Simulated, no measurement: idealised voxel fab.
This section sets out a process module, namely voxel wiring stack.
Cross-section cut: width 265 nm, square cells of 5 nm.
Cross-section format: a grid of square cells, given as bands from top to bottom; each band is one or more rows of cells.
Heights first: top, then bottom, in nm. Then materials, left to right, each with a width in nm. "full width" on a single material: fills the band edge to edge. "blank": empty space.
Height datum 0, below which the as-received substrate wafer is one material. Lowest band open at the bottom, running downward: "top 0, no bottom".
The width entry "30 to 40" should be interpreted row by row: the top row of cells in the band takes the first number, the bottom row takes the second number, and the change between adjacent rows is uniform throughout.
You'll sometimes find "remained the same" written for a step, and that's the way of saying that nowhere in the cross-section did a cell change during that step.
Listed in "Fully enclosed voids": every empty space of 8 or more cells without an open way to the top. Form: width x height at distance, the distance being from the left edge, all in nm.
On a step's line, text after the settings is the simulator commenting on that step.
"overlay nm", when on a step's line for a step with a mask, measures how far to the right of its planned place the mask lay; a negative measure means to the left.
Note: before/after cross-section pairs follow, one process step per pair, after-side truncated at the lowest changed band, step and settings given beneath. Different runs of this module on the same starting wafer may supply the pairs; a pair continues the one above only where the "Pre-step cross-section" entry says so.

# Pre-step cross-section
	top 0, no bottom  Si full width
	Fully enclosed voids: none

# Post-Step Appearance
	top 10, bottom 0  SiO2 full width
	Below 0 it's all the same as before, nothing changed down there.
	Fully enclosed voids: none
To go from the before cross-section above to the after cross-section, apply CONFORMAL_DEP (material SiO2; thk nm 10)

Pre-step cross-section: carried over from the after image of the pair right above.

# Post-Step Appearance
	top 15, bottom 10  SiCN full width
	Below 10 it's all the same as before, nothing changed down there.
	Fully enclosed voids: none
To go from the before cross-section above to the after cross-section, apply CONFORMAL_DEP (material SiCN; thk nm 5)

Pre-step cross-section: carried over from the after image of the pair right above.

# Post-Step Appearance
	top 35, bottom 15  SiO2 full width
	Below 15 it's all the same as before, nothing changed down there.
	Fully enclosed voids: none
To go from the before cross-section above to the after cross-section, apply DIRECTIONAL_DEP (material SiO2; thk nm 20)

Pre-step cross-section: carried over from the after image of the pair right above.

# Post-Step Appearance
	top 50, bottom 35  aC full width
	Below 35 it's all the same as before, nothing changed down there.
	Fully enclosed voids: none
To go from the before cross-section above to the after cross-section, apply DIRECTIONAL_DEP (material aC; thk nm 15)

Pre-step cross-section: carried over from the after image of the pair right above.

# Post-Step Appearance
	top 85, bottom 50  resist=55; blank=30; resist=30; blank=30; resist=30; blank=30; resist=60
	Below 50 it's all the same as before, nothing changed down there.
	Fully enclosed voids: none
To go from the before cross-section above to the after cross-section, apply PATTERN (tone open; mask id METAL_1; material resist; width nm 30; pitch nm 60; thk nm 35; overlay nm 0)

Pre-step cross-section: carried over from the after image of the pair right above.

# Post-Step Appearance
	top 70, bottom 50  resist=55; blank=30; resist=30; blank=30; resist=30; blank=30; resist=60
	top 50, bottom 35  aC=55; blank=30; aC=30; blank=30; aC=30; blank=30; aC=60
	Below 35 it's all the same as before, nothing changed down there.
	Fully enclosed voids: none
To go from the before cross-section above to the after cross-section, apply DIRECTIONAL_ETCH (etch materials aC; depth nm 15)

Pre-step cross-section: carried over from the after image of the pair right above.

# Post-Step Appearance
	top 50, bottom 35  aC=55; blank=30; aC=30; blank=30; aC=30; blank=30; aC=60
	Below 35 it's all the same as before, nothing changed down there.
	Fully enclosed voids: none
To go from the before cross-section above to the after cross-section, apply STRIP (etch materials resist)

Pre-step cross-section: carried over from the after image of the pair right above.

# Post-Step Appearance
	top 50, bottom 35  aC=55; blank=30; aC=30; blank=30; aC=30; blank=30; aC=60
	top 35, bottom 15  SiO2=55; blank=30; SiO2=30; blank=30; SiO2=30; blank=30; SiO2=60
	Below 15 it's all the same as before, nothing changed down there.
	Fully enclosed voids: none
To go from the before cross-section above to the after cross-section, apply DIRECTIONAL_ETCH (etch materials SiO2; depth nm 20)

Pre-step cross-section: carried over from the after image of the pair right above.

# Post-Step Appearance
	top 50, bottom 35  aC=55; blank=30; aC=30; blank=30; aC=30; blank=30; aC=60
	top 35, bottom 15  SiO2=55; blank=30; SiO2=30; blank=30; SiO2=30; blank=30; SiO2=60
	top 15, bottom 10  SiCN=55; blank=30; SiCN=30; blank=30; SiCN=30; blank=30; SiCN=60
	Below 10 it's all the same as before, nothing changed down there.
	Fully enclosed voids: none
To go from the before cross-section above to the after cross-section, apply DIRECTIONAL_ETCH (etch materials SiCN; depth nm 5)

Pre-step cross-section: carried over from the after image of the pair right above.

# Post-Step Appearance
	top 35, bottom 15  SiO2=55; blank=30; SiO2=30; blank=30; SiO2=30; blank=30; SiO2=60
	Below 15 it's all the same as before, nothing changed down there.
	Fully enclosed voids: none
To go from the before cross-section above to the after cross-section, apply STRIP (etch materials aC)

Pre-step cross-section: carried over from the after image of the pair right above.

# Post-Step Appearance
	top 40, bottom 35  TiN=60; blank=20; TiN=40; blank=20; TiN=40; blank=20; TiN=65
	top 35, bottom 15  SiO2=55; TiN=5; blank=20; TiN=5; SiO2=30; TiN=5; blank=20; TiN=5; SiO2=30; TiN=5; blank=20; TiN=5; SiO2=60
	top 15, bottom 10  SiCN=55; TiN=30; SiCN=30; TiN=30; SiCN=30; TiN=30; SiCN=60
	Below 10 it's all the same as before, nothing changed down there.
	Fully enclosed voids: none
To go from the before cross-section above to the after cross-section, apply CONFORMAL_DEP (material TiN; thk nm 5)

Pre-step cross-section: carried over from the after image of the pair right above.

# Post-Step Appearance
	top 45, bottom 40  W full width
	top 40, bottom 35  TiN=60; W=20; TiN=40; W=20; TiN=40; W=20; TiN=65
	top 35, bottom 15  SiO2=55; TiN=5; W=20; TiN=5; SiO2=30; TiN=5; W=20; TiN=5; SiO2=30; TiN=5; W=20; TiN=5; SiO2=60
	Below 15 it's all the same as before, nothing changed down there.
	Fully enclosed voids: none
To go from the before cross-section above to the after cross-section, apply FILL_DEP (material W; thk nm 5)

Pre-step cross-section: carried over from the after image of the pair right above.

# Post-Step Appearance
	top 35, bottom 15  SiO2=55; TiN=5; W=20; TiN=5; SiO2=30; TiN=5; W=20; TiN=5; SiO2=30; TiN=5; W=20; TiN=5; SiO2=60
	Below 15 it's all the same as before, nothing changed down there.
	Fully enclosed voids: none
To go from the before cross-section above to the after cross-section, apply CMP (height nm 35)

Pre-step cross-section: carried over from the after image of the pair right above.

# Post-Step Appearance
	top 40, bottom 35  blank=50; Ru=40; blank=20; Ru=40; blank=20; Ru=40; blank=55
	Below 35 it's all the same as before, nothing changed down there.
	Fully enclosed voids: none
To go from the before cross-section above to the after cross-section, apply EPI (material Ru; thk nm 5)

Pre-step cross-section: carried over from the after image of the pair right above.

# Post-Step Appearance
	top 45, bottom 40  SiCN full width
	top 40, bottom 35  SiCN=50; Ru=40; SiCN=20; Ru=40; SiCN=20; Ru=40; SiCN=55
	Below 35 it's all the same as before, nothing changed down there.
	Fully enclosed voids: none
To go from the before cross-section above to the after cross-section, apply FILL_DEP (material SiCN; thk nm 5)

Pre-step cross-section: carried over from the after image of the pair right above.

# Post-Step Appearance
	top 55, bottom 45  SiO2 full width
	Below 45 it's all the same as before, nothing changed down there.
	Fully enclosed voids: none
To go from the before cross-section above to the after cross-section, apply DIRECTIONAL_DEP (material SiO2; thk nm 10)

Pre-step cross-section: carried over from the after image of the pair right above.

# Post-Step Appearance
	top 70, bottom 55  resist=55; blank=15; resist=45; blank=15; resist=45; blank=15; resist=75
	Below 55 it's all the same as before, nothing changed down there.
	Fully enclosed voids: none
To go from the before cross-section above to the after cross-section, apply PATTERN (tone open; mask id PLUG_1; material resist; width nm 15; pitch nm 60; thk nm 15; overlay nm 0)

Pre-step cross-section: carried over from the after image of the pair right above.

# Post-Step Appearance
	top 70, bottom 55  resist=55; blank=15; resist=45; blank=15; resist=45; blank=15; resist=75
	top 55, bottom 45  SiO2=55; blank=15; SiO2=45; blank=15; SiO2=45; blank=15; SiO2=75
	Below 45 it's all the same as before, nothing changed down there.
	Fully enclosed voids: none
To go from the before cross-section above to the after cross-section, apply DIRECTIONAL_ETCH (etch materials SiO2; depth nm 10)

Pre-step cross-section: carried over from the after image of the pair right above.

# Post-Step Appearance
	top 70, bottom 55  resist=55; blank=15; resist=45; blank=15; resist=45; blank=15; resist=75
	top 55, bottom 45  SiO2=55; blank=15; SiO2=45; blank=15; SiO2=45; blank=15; SiO2=75
	top 45, bottom 40  SiCN=55; blank=15; SiCN=45; blank=15; SiCN=45; blank=15; SiCN=75
	Below 40 it's all the same as before, nothing changed down there.
	Fully enclosed voids: none
To go from the before cross-section above to the after cross-section, apply DIRECTIONAL_ETCH (etch materials SiCN; depth nm 5)

Pre-step cross-section: carried over from the after image of the pair right above.

# Post-Step Appearance
	top 55, bottom 45  SiO2=55; blank=15; SiO2=45; blank=15; SiO2=45; blank=15; SiO2=75
	Below 45 it's all the same as before, nothing changed down there.
	Fully enclosed voids: none
To go from the before cross-section above to the after cross-section, apply STRIP (etch materials resist)

Pre-step cross-section: carried over from the after image of the pair right above.

# Post-Step Appearance
	top 55, bottom 50  SiO2=55; blank=15; SiO2=45; blank=15; SiO2=45; blank=15; SiO2=75
	top 50, bottom 45  SiO2=55; Ru=15; SiO2=45; Ru=15; SiO2=45; Ru=15; SiO2=75
	top 45, bottom 35  SiCN=55 to 50; Ru=15 to 40; SiCN=45 to 20; Ru=15 to 40; SiCN=45 to 20; Ru=15 to 40; SiCN=75 to 55
	Below 35 it's all the same as before, nothing changed down there.
	Fully enclosed voids: none
To go from the before cross-section above to the after cross-section, apply EPI (material Ru; thk nm 10)

Pre-step cross-section: carried over from the after image of the pair right above.

# Post-Step Appearance
	top 55, bottom 45  SiO2=55; Ru=15; SiO2=45; Ru=15; SiO2=45; Ru=15; SiO2=75
	Below 45 it's all the same as before, nothing changed down there.
	Fully enclosed voids: none
To go from the before cross-section above to the after cross-section, apply EPI (material Ru; thk nm 5)

Pre-step cross-section: carried over from the after image of the pair right above.

# Post-Step Appearance
	top 60, bottom 55  TiN full width
	Below 55 it's all the same as before, nothing changed down there.
	Fully enclosed voids: none
To go from the before cross-section above to the after cross-section, apply DIRECTIONAL_DEP (material TiN; thk nm 5)

Pre-step cross-section: carried over from the after image of the pair right above.

# Post-Step Appearance
	top 75, bottom 60  W full width
	Below 60 it's all the same as before, nothing changed down there.
	Fully enclosed voids: none
To go from the before cross-section above to the after cross-section, apply DIRECTIONAL_DEP (material W; thk nm 15)

Pre-step cross-section: carried over from the after image of the pair right above.

# Post-Step Appearance
	top 90, bottom 75  aC full width
	Below 75 it's all the same as before, nothing changed down there.
	Fully enclosed voids: none
To go from the before cross-section above to the after cross-section, apply DIRECTIONAL_DEP (material aC; thk nm 15)

Pre-step cross-section: carried over from the after image of the pair right above.

# Post-Step Appearance
	top 120, bottom 90  blank=55; resist=30; blank=30; resist=30; blank=30; resist=30; blank=60
	Below 90 it's all the same as before, nothing changed down there.
	Fully enclosed voids: none
To go from the before cross-section above to the after cross-section, apply PATTERN (tone cover; mask id METAL_2; material resist; width nm 30; pitch nm 60; thk nm 30; overlay nm 0)

Pre-step cross-section: carried over from the after image of the pair right above.

# Post-Step Appearance
	top 105, bottom 90  blank=55; resist=30; blank=30; resist=30; blank=30; resist=30; blank=60
	top 90, bottom 75  blank=55; aC=30; blank=30; aC=30; blank=30; aC=30; blank=60
	Below 75 it's all the same as before, nothing changed down there.
	Fully enclosed voids: none
To go from the before cross-section above to the after cross-section, apply DIRECTIONAL_ETCH (etch materials aC; depth nm 15)

Pre-step cross-section: carried over from the after image of the pair right above.

# Post-Step Appearance
	top 90, bottom 75  blank=55; aC=30; blank=30; aC=30; blank=30; aC=30; blank=60
	Below 75 it's all the same as before, nothing changed down there.
	Fully enclosed voids: none
To go from the before cross-section above to the after cross-section, apply STRIP (etch materials resist)

Pre-step cross-section: carried over from the after image of the pair right above.

# Post-Step Appearance
	top 90, bottom 75  blank=55; aC=30; blank=30; aC=30; blank=30; aC=30; blank=60
	top 75, bottom 60  blank=55; W=30; blank=30; W=30; blank=30; W=30; blank=60
	Below 60 it's all the same as before, nothing changed down there.
	Fully enclosed voids: none
To go from the before cross-section above to the after cross-section, apply DIRECTIONAL_ETCH (etch materials W; depth nm 15)

Pre-step cross-section: carried over from the after image of the pair right above.

# Post-Step Appearance
	top 90, bottom 75  blank=55; aC=30; blank=30; aC=30; blank=30; aC=30; blank=60
	top 75, bottom 60  blank=55; W=30; blank=30; W=30; blank=30; W=30; blank=60
	top 60, bottom 55  blank=55; TiN=30; blank=30; TiN=30; blank=30; TiN=30; blank=60
	Below 55 it's all the same as before, nothing changed down there.
	Fully enclosed voids: none
To go from the before cross-section above to the after cross-section, apply DIRECTIONAL_ETCH (etch materials TiN; depth nm 5)

Pre-step cross-section: carried over from the after image of the pair right above.

# Post-Step Appearance
	top 75, bottom 60  blank=55; W=30; blank=30; W=30; blank=30; W=30; blank=60
	Below 60 it's all the same as before, nothing changed down there.
	Fully enclosed voids: none
To go from the before cross-section above to the after cross-section, apply STRIP (etch materials aC)

Pre-step cross-section: carried over from the after image of the pair right above.

# Post-Step Appearance
	top 80, bottom 75  blank=50; SiN=40; blank=20; SiN=40; blank=20; SiN=40; blank=55
	top 75, bottom 60  blank=50; SiN=5; W=30; SiN=5; blank=20; SiN=5; W=30; SiN=5; blank=20; SiN=5; W=30; SiN=5; blank=55
	top 60, bottom 55  SiN=55; TiN=30; SiN=30; TiN=30; SiN=30; TiN=30; SiN=60
	Below 55 it's all the same as before, nothing changed down there.
	Fully enclosed voids: none
To go from the before cross-section above to the after cross-section, apply CONFORMAL_DEP (material SiN; thk nm 5)

Pre-step cross-section: carried over from the after image of the pair right above.

# Post-Step Appearance
	top 85, bottom 80  lowk full width
	top 80, bottom 75  lowk=50; SiN=40; lowk=20; SiN=40; lowk=20; SiN=40; lowk=55
	top 75, bottom 60  lowk=50; SiN=5; W=30; SiN=5; lowk=20; SiN=5; W=30; SiN=5; lowk=20; SiN=5; W=30; SiN=5; lowk=55
	Below 60 it's all the same as before, nothing changed down there.
	Fully enclosed voids: none
To go from the before cross-section above to the after cross-section, apply FILL_DEP (material lowk; thk nm 5)

Pre-step cross-section: carried over from the after image of the pair right above.

# Post-Step Appearance
	top 75, bottom 60  lowk=50; SiN=5; W=30; SiN=5; lowk=20; SiN=5; W=30; SiN=5; lowk=20; SiN=5; W=30; SiN=5; lowk=55
	Below 60 it's all the same as before, nothing changed down there.
	Fully enclosed voids: none
To go from the before cross-section above to the after cross-section, apply CMP (height nm 75)

Pre-step cross-section: carried over from the after image of the pair right above.

# Post-Step Appearance
	top 80, bottom 75  SiCN full width
	Below 75 it's all the same as before, nothing changed down there.
	Fully enclosed voids: none
To go from the before cross-section above to the after cross-section, apply CONFORMAL_DEP (material SiCN; thk nm 5)

# Pre-step cross-section
	top 55, bottom 45  SiO2=55; Ru=15; SiO2=45; Ru=15; SiO2=45; Ru=15; SiO2=75
	top 45, bottom 35  SiCN=55 to 50; Ru=15 to 40; SiCN=45 to 20; Ru=15 to 40; SiCN=45 to 20; Ru=15 to 40; SiCN=75 to 55
	top 35, bottom 15  SiO2=55; TiN=5; W=20; TiN=5; SiO2=30; TiN=5; W=20; TiN=5; SiO2=30; TiN=5; W=20; TiN=5; SiO2=60
	top 15, bottom 10  SiCN=55; TiN=30; SiCN=30; TiN=30; SiCN=30; TiN=30; SiCN=60
	top 10, bottom 0  SiO2 full width
	top 0, no bottom  Si full width
	Fully enclosed voids: none

# Post-Step Appearance
	top 70, bottom 55  W full width
	Below 55 it's all the same as before, nothing changed down there.
	Fully enclosed voids: none
To go from the before cross-section above to the after cross-section, apply DIRECTIONAL_DEP (material W; thk nm 15)

Pre-step cross-section: carried over from the after image of the pair right above.

# Post-Step Appearance
	top 85, bottom 70  aC full width
	Below 70 it's all the same as before, nothing changed down there.
	Fully enclosed voids: none
To go from the before cross-section above to the after cross-section, apply DIRECTIONAL_DEP (material aC; thk nm 15)

Pre-step cross-section: carried over from the after image of the pair right above.

# Post-Step Appearance
	top 115, bottom 85  blank=55; resist=30; blank=30; resist=30; blank=30; resist=30; blank=60
	Below 85 it's all the same as before, nothing changed down there.
	Fully enclosed voids: none
To go from the before cross-section above to the after cross-section, apply PATTERN (tone cover; mask id METAL_2; material resist; width nm 30; pitch nm 60; thk nm 30; overlay nm 0)

Pre-step cross-section: carried over from the after image of the pair right above.

# Post-Step Appearance
	top 100, bottom 85  blank=55; resist=30; blank=30; resist=30; blank=30; resist=30; blank=60
	top 85, bottom 70  blank=55; aC=30; blank=30; aC=30; blank=30; aC=30; blank=60
	Below 70 it's all the same as before, nothing changed down there.
	Fully enclosed voids: none
To go from the before cross-section above to the after cross-section, apply DIRECTIONAL_ETCH (etch materials aC; depth nm 15)

Pre-step cross-section: carried over from the after image of the pair right above.

# Post-Step Appearance
	top 85, bottom 70  blank=55; aC=30; blank=30; aC=30; blank=30; aC=30; blank=60
	Below 70 it's all the same as before, nothing changed down there.
	Fully enclosed voids: none
To go from the before cross-section above to the after cross-section, apply STRIP (etch materials resist)

Pre-step cross-section: carried over from the after image of the pair right above.

# Post-Step Appearance
	top 85, bottom 70  blank=55; aC=30; blank=30; aC=30; blank=30; aC=30; blank=60
	top 70, bottom 55  blank=55; W=30; blank=30; W=30; blank=30; W=30; blank=60
	Below 55 it's all the same as before, nothing changed down there.
	Fully enclosed voids: none
To go from the before cross-section above to the after cross-section, apply DIRECTIONAL_ETCH (etch materials W; depth nm 15)

Pre-step cross-section: carried over from the after image of the pair right above.

# Post-Step Appearance
	top 70, bottom 55  blank=55; W=30; blank=30; W=30; blank=30; W=30; blank=60
	Below 55 it's all the same as before, nothing changed down there.
	Fully enclosed voids: none
To go from the before cross-section above to the after cross-section, apply STRIP (etch materials aC)

Pre-step cross-section: carried over from the after image of the pair right above.

# Post-Step Appearance
	top 75, bottom 70  blank=50; SiN=40; blank=20; SiN=40; blank=20; SiN=40; blank=55
	top 70, bottom 60  blank=50; SiN=5; W=30; SiN=5; blank=20; SiN=5; W=30; SiN=5; blank=20; SiN=5; W=30; SiN=5; blank=55
	top 60, bottom 55  SiN=55; W=30; SiN=30; W=30; SiN=30; W=30; SiN=60
	Below 55 it's all the same as before, nothing changed down there.
	Fully enclosed voids: none
To go from the before cross-section above to the after cross-section, apply CONFORMAL_DEP (material SiN; thk nm 5)

Pre-step cross-section: carried over from the after image of the pair right above.

# Post-Step Appearance
	top 80, bottom 75  lowk full width
	top 75, bottom 70  lowk=50; SiN=40; lowk=20; SiN=40; lowk=20; SiN=40; lowk=55
	top 70, bottom 60  lowk=50; SiN=5; W=30; SiN=5; lowk=20; SiN=5; W=30; SiN=5; lowk=20; SiN=5; W=30; SiN=5; lowk=55
	Below 60 it's all the same as before, nothing changed down there.
	Fully enclosed voids: none
To go from the before cross-section above to the after cross-section, apply FILL_DEP (material lowk; thk nm 5)

Pre-step cross-section: carried over from the after image of the pair right above.

# Post-Step Appearance
	top 75, bottom 70  lowk=50; SiN=40; lowk=20; SiN=40; lowk=20; SiN=40; lowk=55
	Below 70 it's all the same as before, nothing changed down there.
	Fully enclosed voids: none
To go from the before cross-section above to the after cross-section, apply CMP (height nm 75)

Pre-step cross-section: carried over from the after image of the pair right above.

# Post-Step Appearance
	top 80, bottom 75  SiCN full width
	Below 75 it's all the same as before, nothing changed down there.
	Fully enclosed voids: none
To go from the before cross-section above to the after cross-section, apply CONFORMAL_DEP (material SiCN; thk nm 5)

# Pre-step cross-section
	top 55, bottom 50  SiO2=55; blank=15; SiO2=45; blank=15; SiO2=45; blank=15; SiO2=75
	top 50, bottom 45  SiO2=55; Ru=15; SiO2=45; Ru=15; SiO2=45; Ru=15; SiO2=75
	top 45, bottom 35  SiCN=55 to 50; Ru=15 to 40; SiCN=45 to 20; Ru=15 to 40; SiCN=45 to 20; Ru=15 to 40; SiCN=75 to 55
	top 35, bottom 15  SiO2=55; TiN=5; W=20; TiN=5; SiO2=30; TiN=5; W=20; TiN=5; SiO2=30; TiN=5; W=20; TiN=5; SiO2=60
	top 15, bottom 10  SiCN=55; TiN=30; SiCN=30; TiN=30; SiCN=30; TiN=30; SiCN=60
	top 10, bottom 0  SiO2 full width
	top 0, no bottom  Si full width
	Fully enclosed voids: none

# Post-Step Appearance
	top 60, bottom 55  blank=50; Ru=25; blank=35; Ru=25; blank=35; Ru=25; blank=70
	top 55, bottom 45  SiO2=55; Ru=15; SiO2=45; Ru=15; SiO2=45; Ru=15; SiO2=75
	Below 45 it's all the same as before, nothing changed down there.
	Fully enclosed voids: none
To go from the before cross-section above to the after cross-section, apply EPI (material Ru; thk nm 10)

Pre-step cross-section: carried over from the after image of the pair right above.

# Post-Step Appearance
	top 65, bottom 55  blank=45; Ru=35; blank=25; Ru=35; blank=25; Ru=35; blank=65
	Below 55 it's all the same as before, nothing changed down there.
	Fully enclosed voids: none
To go from the before cross-section above to the after cross-section, apply EPI (material Ru; thk nm 5)

Pre-step cross-section: carried over from the after image of the pair right above.

# Post-Step Appearance
	top 70, bottom 65  blank=45; TiN=35; blank=25; TiN=35; blank=25; TiN=35; blank=65
	top 65, bottom 60  blank=45; Ru=35; blank=25; Ru=35; blank=25; Ru=35; blank=65
	top 60, bottom 55  TiN=45; Ru=35; TiN=25; Ru=35; TiN=25; Ru=35; TiN=65
	Below 55 it's all the same as before, nothing changed down there.
	Fully enclosed voids: none
To go from the before cross-section above to the after cross-section, apply DIRECTIONAL_DEP (material TiN; thk nm 5)

Pre-step cross-section: carried over from the after image of the pair right above.

# Post-Step Appearance
	top 85, bottom 75  blank=45; W=35; blank=25; W=35; blank=25; W=35; blank=65
	top 75, bottom 70  W full width
	top 70, bottom 65  W=45; TiN=35; W=25; TiN=35; W=25; TiN=35; W=65
	top 65, bottom 60  W=45; Ru=35; W=25; Ru=35; W=25; Ru=35; W=65
	Below 60 it's all the same as before, nothing changed down there.
	Fully enclosed voids: none
To go from the before cross-section above to the after cross-section, apply DIRECTIONAL_DEP (material W; thk nm 15)

Pre-step cross-section: carried over from the after image of the pair right above.

# Post-Step Appearance
	top 100, bottom 90  blank=45; aC=35; blank=25; aC=35; blank=25; aC=35; blank=65
	top 90, bottom 85  aC full width
	top 85, bottom 75  aC=45; W=35; aC=25; W=35; aC=25; W=35; aC=65
	Below 75 it's all the same as before, nothing changed down there.
	Fully enclosed voids: none
To go from the before cross-section above to the after cross-section, apply DIRECTIONAL_DEP (material aC; thk nm 15)

Pre-step cross-section: carried over from the after image of the pair right above.

# Post-Step Appearance
	top 130, bottom 100  blank=55; resist=30; blank=30; resist=30; blank=30; resist=30; blank=60
	top 100, bottom 90  blank=45; aC=35; resist=5; blank=20; aC=35; resist=5; blank=20; aC=35; resist=5; blank=60
	Below 90 it's all the same as before, nothing changed down there.
	Fully enclosed voids: none
To go from the before cross-section above to the after cross-section, apply PATTERN (tone cover; mask id METAL_2; material resist; width nm 30; pitch nm 60; thk nm 30; overlay nm 0)

Pre-step cross-section: carried over from the after image of the pair right above.

# Post-Step Appearance
	top 115, bottom 100  blank=55; resist=30; blank=30; resist=30; blank=30; resist=30; blank=60
	top 100, bottom 90  blank=55; aC=25; resist=5; blank=30; aC=25; resist=5; blank=30; aC=25; resist=5; blank=60
	top 90, bottom 85  blank=55; aC=30; blank=30; aC=30; blank=30; aC=30; blank=60
	top 85, bottom 75  blank=45; W=35; aC=5; blank=20; W=35; aC=5; blank=20; W=35; aC=5; blank=60
	Below 75 it's all the same as before, nothing changed down there.
	Fully enclosed voids: none
To go from the before cross-section above to the after cross-section, apply DIRECTIONAL_ETCH (etch materials aC; depth nm 15)

Pre-step cross-section: carried over from the after image of the pair right above.

# Post-Step Appearance
	top 100, bottom 90  blank=55; aC=25; blank=35; aC=25; blank=35; aC=25; blank=65
	Below 90 it's all the same as before, nothing changed down there.
	Fully enclosed voids: none
To go from the before cross-section above to the after cross-section, apply STRIP (etch materials resist)

Pre-step cross-section: carried over from the after image of the pair right above.

# Post-Step Appearance
	top 100, bottom 90  blank=55; aC=25; blank=35; aC=25; blank=35; aC=25; blank=65
	top 90, bottom 85  blank=55; aC=30; blank=30; aC=30; blank=30; aC=30; blank=60
	top 85, bottom 75  blank=55; W=25; aC=5; blank=30; W=25; aC=5; blank=30; W=25; aC=5; blank=60
	top 75, bottom 70  blank=55; W=30; blank=30; W=30; blank=30; W=30; blank=60
	top 70, bottom 65  blank=45; TiN=35; W=5; blank=20; TiN=35; W=5; blank=20; TiN=35; W=5; blank=60
	top 65, bottom 60  blank=45; Ru=35; W=5; blank=20; Ru=35; W=5; blank=20; Ru=35; W=5; blank=60
	Below 60 it's all the same as before, nothing changed down there.
	Fully enclosed voids: none
To go from the before cross-section above to the after cross-section, apply DIRECTIONAL_ETCH (etch materials W; depth nm 15)

Pre-step cross-section: carried over from the after image of the pair right above.

# Post-Step Appearance
	top 100, bottom 90  blank=55; aC=25; blank=35; aC=25; blank=35; aC=25; blank=65
	top 90, bottom 85  blank=55; aC=30; blank=30; aC=30; blank=30; aC=30; blank=60
	top 85, bottom 75  blank=55; W=25; aC=5; blank=30; W=25; aC=5; blank=30; W=25; aC=5; blank=60
	top 75, bottom 70  blank=55; W=30; blank=30; W=30; blank=30; W=30; blank=60
	top 70, bottom 65  blank=55; TiN=25; W=5; blank=30; TiN=25; W=5; blank=30; TiN=25; W=5; blank=60
	top 65, bottom 60  blank=45; Ru=35; W=5; blank=20; Ru=35; W=5; blank=20; Ru=35; W=5; blank=60
	top 60, bottom 55  blank=45; Ru=35; TiN=5; blank=20; Ru=35; TiN=5; blank=20; Ru=35; TiN=5; blank=60
	Below 55 it's all the same as before, nothing changed down there.
	Fully enclosed voids: none
To go from the before cross-section above to the after cross-section, apply DIRECTIONAL_ETCH (etch materials TiN; depth nm 5)

Pre-step cross-section: carried over from the after image of the pair right above.

# Post-Step Appearance
	top 85, bottom 75  blank=55; W=25; blank=35; W=25; blank=35; W=25; blank=65
	Below 75 it's all the same as before, nothing changed down there.
	Fully enclosed voids: none
To go from the before cross-section above to the after cross-section, apply STRIP (etch materials aC)

Pre-step cross-section: carried over from the after image of the pair right above.

# Post-Step Appearance
	top 90, bottom 85  blank=50; SiN=35; blank=25; SiN=35; blank=25; SiN=35; blank=60
	top 85, bottom 75  blank=50; SiN=5; W=25; SiN=5 to 10; blank=25 to 20; SiN=5; W=25; SiN=5 to 10; blank=25 to 20; SiN=5; W=25; SiN=5 to 10; blank=60 to 55
	top 75, bottom 70  blank=50; SiN=5; W=30; SiN=5; blank=20; SiN=5; W=30; SiN=5; blank=20; SiN=5; W=30; SiN=5; blank=55
	top 70, bottom 65  blank=40; SiN=15; TiN=25; W=5; SiN=5; blank=10; SiN=15; TiN=25; W=5; SiN=5; blank=10; SiN=15; TiN=25; W=5; SiN=5; blank=55
	top 65, bottom 60  blank=40; SiN=5; Ru=35; W=5; SiN=5; blank=10; SiN=5; Ru=35; W=5; SiN=5; blank=10; SiN=5; Ru=35; W=5; SiN=5; blank=55
	top 60, bottom 55  SiN=45; Ru=35; TiN=5; SiN=20; Ru=35; TiN=5; SiN=20; Ru=35; TiN=5; SiN=60
	Below 55 it's all the same as before, nothing changed down there.
	Fully enclosed voids: none
To go from the before cross-section above to the after cross-section, apply CONFORMAL_DEP (material SiN; thk nm 5)

Pre-step cross-section: carried over from the after image of the pair right above.

# Post-Step Appearance
	top 95, bottom 90  lowk full width
	top 90, bottom 85  lowk=50; SiN=35; lowk=25; SiN=35; lowk=25; SiN=35; lowk=60
	top 85, bottom 75  lowk=50; SiN=5; W=25; SiN=5 to 10; lowk=25 to 20; SiN=5; W=25; SiN=5 to 10; lowk=25 to 20; SiN=5; W=25; SiN=5 to 10; lowk=60 to 55
	top 75, bottom 70  lowk=50; SiN=5; W=30; SiN=5; lowk=20; SiN=5; W=30; SiN=5; lowk=20; SiN=5; W=30; SiN=5; lowk=55
	top 70, bottom 65  lowk=40; SiN=15; TiN=25; W=5; SiN=5; lowk=10; SiN=15; TiN=25; W=5; SiN=5; lowk=10; SiN=15; TiN=25; W=5; SiN=5; lowk=55
	top 65, bottom 60  lowk=40; SiN=5; Ru=35; W=5; SiN=5; lowk=10; SiN=5; Ru=35; W=5; SiN=5; lowk=10; SiN=5; Ru=35; W=5; SiN=5; lowk=55
	Below 60 it's all the same as before, nothing changed down there.
	Fully enclosed voids: none
To go from the before cross-section above to the after cross-section, apply FILL_DEP (material lowk; thk nm 5)

Pre-step cross-section: carried over from the after image of the pair right above.

# Post-Step Appearance
	top 75, bottom 70  lowk=50; SiN=5; W=30; SiN=5; lowk=20; SiN=5; W=30; SiN=5; lowk=20; SiN=5; W=30; SiN=5; lowk=55
	Below 70 it's all the same as before, nothing changed down there.
	Fully enclosed voids: none
To go from the before cross-section above to the after cross-section, apply CMP (height nm 75)

Pre-step cross-section: carried over from the after image of the pair right above.

# Post-Step Appearance
	top 80, bottom 75  SiCN full width
	Below 75 it's all the same as before, nothing changed down there.
	Fully enclosed voids: none
To go from the before cross-section above to the after cross-section, apply CONFORMAL_DEP (material SiCN; thk nm 5)

# Pre-step cross-section
	top 70, bottom 55  W full width
	top 55, bottom 45  SiO2=55; Ru=15; SiO2=45; Ru=15; SiO2=45; Ru=15; SiO2=75
	top 45, bottom 35  SiCN=55 to 50; Ru=15 to 40; SiCN=45 to 20; Ru=15 to 40; SiCN=45 to 20; Ru=15 to 40; SiCN=75 to 55
	top 35, bottom 15  SiO2=55; TiN=5; W=20; TiN=5; SiO2=30; TiN=5; W=20; TiN=5; SiO2=30; TiN=5; W=20; TiN=5; SiO2=60
	top 15, bottom 10  SiCN=55; TiN=30; SiCN=30; TiN=30; SiCN=30; TiN=30; SiCN=60
	top 10, bottom 0  SiO2 full width
	top 0, no bottom  Si full width
	Fully enclosed voids: none

# Post-Step Appearance
	top 75, bottom 70  TiN full width
	Below 70 it's all the same as before, nothing changed down there.
	Fully enclosed voids: none
To go from the before cross-section above to the after cross-section, apply DIRECTIONAL_DEP (material TiN; thk nm 5)

Pre-step cross-section: carried over from the after image of the pair right above.

# Post-Step Appearance
	top 90, bottom 75  aC full width
	Below 75 it's all the same as before, nothing changed down there.
	Fully enclosed voids: none
To go from the before cross-section above to the after cross-section, apply DIRECTIONAL_DEP (material aC; thk nm 15)
